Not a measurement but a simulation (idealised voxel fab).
Presented below is a process module, voxel transistor to metal.
Xsec cut, 200 nm wide, square cell size 5 nm.
In this document a cross-section is written as a grid of square cells. It is given as a series of bands, listed from the top down, and a band is one or more rows of cells. Basically the band line says how high the top is and how high the bottom is, in nm, and then what's in it from left to right, every material with its width in nm. Empty space shows up as "air", and if a single material carries "all across" it runs the full band edge to edge. All heights in this document are referenced to 0, defined as the level beneath which the wafer, as received, consists entirely of one material. The lowest band is not bounded below; it extends indefinitely downward and is written in the form "0 nm and below". Per-row width for "30 to 40": begins at first number (top row of band), ends at second number (bottom row), increment between rows held constant. "nothing changed" for a step: no cell of the cross-section changed in that step. This entry, "Sealed internal voids", enumerates those empty regions of no fewer than 8 cells that possess no open connection to the top. Each region is reported in the form width x height at distance, the distance being taken from the left edge, with all three quantities expressed in nm. Note: text after step settings on the step line = simulator remark on that step. overlay nm: mask right of planned place by this much (step with mask). Neg. = left.

[Process steps (planned)]
1 RECEIVE (material Si)
2 CONFORMAL_DEP (material SiO2; thk nm 5)
3 CONFORMAL_DEP (material SiN; thk nm 10)
4 PATTERN (tone cover; mask id ACTIVE; material resist; width nm 120; thk nm 15; overlay nm 0)
5 DIRECTIONAL_ETCH (etch materials SiN; depth nm 10)
6 DIRECTIONAL_ETCH (etch materials SiO2; depth nm 5)
7 DIRECTIONAL_ETCH (etch materials Si; depth nm 20)
8 STRIP (etch materials resist)
9 OXIDIZE (depth nm 5)
10 FILL_DEP (material SiO2; thk nm 10)
11 CMP (height nm 15)
12 SELECTIVE_ETCH (etch materials SiO2; depth nm 10)
13 STRIP (etch materials SiN)
14 SELECTIVE_ETCH (etch materials SiO2; depth nm 5)
15 OXIDIZE (depth nm 5)
16 DIRECTIONAL_DEP (material polySi; thk nm 30)
17 DIRECTIONAL_DEP (material SiCN; thk nm 15)
18 DIRECTIONAL_DEP (material aC; thk nm 15)
19 PATTERN (tone cover; mask id GATE; material resist; width nm 20; thk nm 35; overlay nm 0)
20 DIRECTIONAL_ETCH (etch materials aC; depth nm 15)
21 STRIP (etch materials resist)
22 DIRECTIONAL_ETCH (etch materials SiCN; depth nm 25)
23 DIRECTIONAL_ETCH (etch materials polySi; depth nm 40)
24 STRIP (etch materials aC)
25 CONFORMAL_DEP (material SiO2; thk nm 5)
26 DIRECTIONAL_ETCH (etch materials SiO2; depth nm 5)
27 CONFORMAL_DEP (material SiN; thk nm 5)
28 DIRECTIONAL_ETCH (etch materials SiN; depth nm 5)
29 DIRECTIONAL_ETCH (etch materials SiO2; depth nm 5)
30 DIRECTIONAL_ETCH (etch materials Si; depth nm 5)
31 EPI (material nSi; thk nm 5)
32 FILL_DEP (material SiO2; thk nm 5)
33 CMP (height nm 45)
34 DIRECTIONAL_DEP (material SiO2; thk nm 15)
35 DIRECTIONAL_DEP (material aC; thk nm 15)
36 PATTERN (tone open; mask id CONTACT; material resist; width nm 20; pitch nm 80; thk nm 30; overlay nm 0)
37 DIRECTIONAL_ETCH (etch materials aC; depth nm 15)
38 STRIP (etch materials resist)
39 DIRECTIONAL_ETCH (etch materials SiO2; depth nm 65)
40 STRIP (etch materials aC)
41 CONFORMAL_DEP (material TiN; thk nm 5)
42 FILL_DEP (material W; thk nm 10)
43 CMP (height nm 60)
44 DIRECTIONAL_DEP (material TiN; thk nm 5)
45 DIRECTIONAL_DEP (material Ru; thk nm 20)
46 PATTERN (tone cover; mask id METAL_1; material resist; width nm 20; pitch nm 80; thk nm 20; overlay nm 0)
47 DIRECTIONAL_ETCH (etch materials Ru; depth nm 20)
48 DIRECTIONAL_ETCH (etch materials TiN; depth nm 5)
49 STRIP (etch materials resist)
50 FILL_DEP (material lowk; thk nm 10)
51 CMP (height nm 85)
52 CONFORMAL_DEP (material SiCN; thk nm 5)

[Incoming wafer in cross-section (state: after step 1)]
0 nm and below | Si all across
Sealed internal voids: none

[Cross-sectional image of the first of two wafers at the end of the module, the run having proceeded as planned]
90 nm to 85 nm | SiCN all across
85 nm to 65 nm | 50 lowk | 20 Ru | 60 lowk | 20 Ru | 50 lowk
65 nm to 60 nm | 50 lowk | 20 TiN | 60 lowk | 20 TiN | 50 lowk
60 nm to 45 nm | 50 SiO2 | 5 TiN | 10 W | 5 TiN | 60 SiO2 | 5 TiN | 10 W | 5 TiN | 50 SiO2
45 nm to 30 nm | 50 SiO2 | 5 TiN | 10 W | 5 TiN | 10 SiO2 | 5 SiN | 5 SiO2 | 20 SiCN | 5 SiO2 | 5 SiN | 10 SiO2 | 5 TiN | 10 W | 5 TiN | 50 SiO2
30 nm to 0 nm | 50 SiO2 | 5 TiN | 10 W | 5 TiN | 10 SiO2 | 5 SiN | 5 SiO2 | 20 polySi | 5 SiO2 | 5 SiN | 10 SiO2 | 5 TiN | 10 W | 5 TiN | 50 SiO2
0 nm to -5 nm | 50 SiO2 | 20 TiN | 5 SiO2 | 5 nSi | 40 SiO2 | 5 nSi | 5 SiO2 | 20 TiN | 50 SiO2
-5 nm to -10 nm | 45 SiO2 | 35 nSi | 40 Si | 35 nSi | 45 SiO2
-10 nm to -25 nm | 45 SiO2 | 110 Si | 45 SiO2
-25 nm and below | Si all across
Sealed internal voids: none

[Cross-section, second wafer: same start as the first, same plan as the first, one mistake in running it; taken at the end of the module]
90 nm to 85 nm | SiCN all across
85 nm to 65 nm | 50 lowk | 20 Ru | 60 lowk | 20 Ru | 50 lowk
65 nm to 60 nm | 50 lowk | 20 TiN | 60 lowk | 20 TiN | 50 lowk
60 nm to 45 nm | 50 SiO2 | 5 TiN | 10 W | 5 TiN | 60 SiO2 | 5 TiN | 10 W | 5 TiN | 50 SiO2
45 nm to 40 nm | 50 SiO2 | 5 TiN | 10 W | 5 TiN | 10 SiO2 | 5 SiN | 5 SiO2 | 20 SiCN | 5 SiO2 | 5 SiN | 10 SiO2 | 5 TiN | 10 W | 5 TiN | 50 SiO2
40 nm to 35 nm | 50 SiO2 | 20 TiN | 10 SiO2 | 5 SiN | 5 SiO2 | 20 SiCN | 5 SiO2 | 5 SiN | 10 SiO2 | 20 TiN | 50 SiO2
35 nm to 30 nm | SiCN all across
30 nm to 0 nm | polySi all across
0 nm to -5 nm | SiO2 all across
-5 nm to -25 nm | 45 SiO2 | 110 Si | 45 SiO2
-25 nm and below | Si all across
Sealed internal voids: none
what went wrong: the plan had its step 17 run twice
Bottom line after processing is that, in cells, the second wafer is up or down on some materials versus the first: Si +14; SiCN +36; SiN -14; SiO2 -172; TiN -32; W -32; nSi -16; polySi +216
